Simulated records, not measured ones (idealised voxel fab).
Process module under the name voxel transistor to metal
Displayed cross-section: cut, width of 175 nm, square cells sized 5 nm.
If you're reading a cross-section in this doc, picture square cells in a grid; it comes to you as bands, top ones listed first down to the bottom, and a band can be one or more rows of cells.
For a band, the entry starts with two heights in nm, that of the top and then that of the bottom, and carries on with the band's materials in order from left to right, each alongside its width in nm; the word "edge to edge" beside a single material means it fills the band edge to edge, and "empty" means empty space.
Note: height 0 marks the level under which the wafer is uniformly one material as received. Lowest band unbounded below, written "top 0, no bottom".
A two-number width, for instance "30->40", indicates that the width is equal to the first number in the top row of the band and to the second number in the bottom row, and that it changes by a constant amount per row of cells.
"no change occurred" means the step left every cell of the cross-section as it was.
In "Sealed internal voids" the enclosed voids are listed, meaning empty spaces of 8 cells or larger without any opening to the top. The form is width x height at distance, distance from the left edge, units nm.
Past the settings on a step's line: simulator remark, on that step.
A step's line can hold "overlay nm"; with a mask on that step, the setting says how far right of the planned place the mask lay, while a negative setting says it lay to the left.
Intended process steps:
step 1: RECEIVE | material Si
step 2: CONFORMAL_DEP | material SiO2 | thk nm 5
step 3: CONFORMAL_DEP | material SiN | thk nm 10
step 4: DIRECTIONAL_DEP | material aC | thk nm 15
step 5: PATTERN | tone cover | mask id ACTIVE | material resist | width nm 115 | thk nm 35 | overlay nm 0
step 6: DIRECTIONAL_ETCH | etch materials aC | depth nm 15
step 7: STRIP | etch materials resist
step 8: DIRECTIONAL_ETCH | etch materials SiN | depth nm 10
step 9: DIRECTIONAL_ETCH | etch materials SiO2 | depth nm 5
step 10: DIRECTIONAL_ETCH | etch materials Si | depth nm 35
step 11: STRIP | etch materials aC
step 12: OXIDIZE | depth nm 5
step 13: FILL_DEP | material SiO2 | thk nm 10
step 14: CMP | height nm 15
step 15: SELECTIVE_ETCH | etch materials SiO2 | depth nm 5
step 16: STRIP | etch materials SiN
step 17: SELECTIVE_ETCH | etch materials SiO2 | depth nm 5
step 18: OXIDIZE | depth nm 5
step 19: DIRECTIONAL_DEP | material polySi | thk nm 30
step 20: DIRECTIONAL_DEP | material SiCN | thk nm 10
step 21: DIRECTIONAL_DEP | material aC | thk nm 15
step 22: PATTERN | tone cover | mask id GATE | material resist | width nm 25 | thk nm 30 | overlay nm 0
step 23: DIRECTIONAL_ETCH | etch materials aC | depth nm 15
step 24: STRIP | etch materials resist
step 25: DIRECTIONAL_ETCH | etch materials SiCN | depth nm 20
step 26: DIRECTIONAL_ETCH | etch materials polySi | depth nm 40
step 27: STRIP | etch materials aC
step 28: CONFORMAL_DEP | material SiN | thk nm 10
step 29: DIRECTIONAL_ETCH | etch materials SiN | depth nm 10
step 30: DIRECTIONAL_ETCH | etch materials SiO2 | depth nm 5
step 31: DIRECTIONAL_ETCH | etch materials Si | depth nm 5
step 32: EPI | material pSi | thk nm 5
step 33: FILL_DEP | material SiO2 | thk nm 5
step 34: CMP | height nm 30
step 35: STRIP | etch materials polySi
step 36: SELECTIVE_ETCH | etch materials SiO2 | depth nm 5
step 37: CONFORMAL_DEP | material HfO2 | thk nm 5
step 38: CONFORMAL_DEP | material TiN | thk nm 5
step 39: FILL_DEP | material W | thk nm 10
step 40: CMP | height nm 25
step 41: DIRECTIONAL_DEP | material SiO2 | thk nm 15
step 42: DIRECTIONAL_DEP | material aC | thk nm 15
step 43: PATTERN | tone open | mask id CONTACT | material resist | width nm 15 | pitch nm 80 | thk nm 35 | overlay nm 0
step 44: DIRECTIONAL_ETCH | etch materials aC | depth nm 15
step 45: STRIP | etch materials resist
step 46: DIRECTIONAL_ETCH | etch materials SiO2 | depth nm 45
step 47: STRIP | etch materials aC
step 48: CONFORMAL_DEP | material TiN | thk nm 5
step 49: FILL_DEP | material Ru | thk nm 10
step 50: CMP | height nm 40
step 51: DIRECTIONAL_DEP | material TiN | thk nm 5
step 52: DIRECTIONAL_DEP | material W | thk nm 15
step 53: MASKED_ETCH | tone cover | mask id METAL_1 | width nm 15 | pitch nm 80 | etch materials W | depth nm 15 | overlay nm 0
step 54: MASKED_ETCH | tone cover | mask id METAL_1 | width nm 15 | pitch nm 80 | etch materials TiN | depth nm 5 | overlay nm 0
step 55: CONFORMAL_DEP | material SiN | thk nm 5
step 56: FILL_DEP | material SiO2 | thk nm 10
step 57: CMP | height nm 60
step 58: CONFORMAL_DEP | material SiCN | thk nm 5
Shown in cross-section is the wafer as received, that is, as it stands after step 1:
top 0, no bottom: Si edge to edge
Sealed internal voids: none
Cross-sectional result after module completion. Note: starting condition and plan are unchanged from above; one processing mistake was made:
top 65, bottom 60: SiCN edge to edge
top 60, bottom 55: SiN=40, TiN=15, SiN=65, TiN=15, SiN=40
top 55, bottom 40: W edge to edge
top 40, bottom 25: SiO2=40, TiN=5, Ru=5, TiN=5, SiO2=65, TiN=5, Ru=5, TiN=5, SiO2=40
top 25, bottom 5: SiO2=40, TiN=5, Ru=5, TiN=5, SiO2=10, SiN=10, HfO2=5, TiN=5, W=5, TiN=5, HfO2=5, SiN=10, SiO2=10, TiN=5, Ru=5, TiN=5, SiO2=40
top 5, bottom 0: SiO2=25, SiN=10, SiO2=5, TiN=5, Ru=5, TiN=5, SiO2=10, SiN=10, HfO2=5, TiN=15, HfO2=5, SiN=10, SiO2=10, TiN=5, Ru=5, TiN=5, SiO2=5, SiN=10, SiO2=25
top 0, bottom -5: SiO2=40, TiN=15, SiO2=5, pSi=5, SiO2=5, HfO2=35, SiO2=5, pSi=5, SiO2=5, TiN=15, SiO2=40
top -5, bottom -10: SiO2=35, pSi=30, Si=45, pSi=30, SiO2=35
top -10, bottom -40: SiO2=35, Si=105, SiO2=35
top -40, no bottom: Si edge to edge
Sealed internal voids: none
In executing the process, a mistake was made relative to the plan: so 51 and 52 got swapped relative to the plan, each ran where the other was supposed to
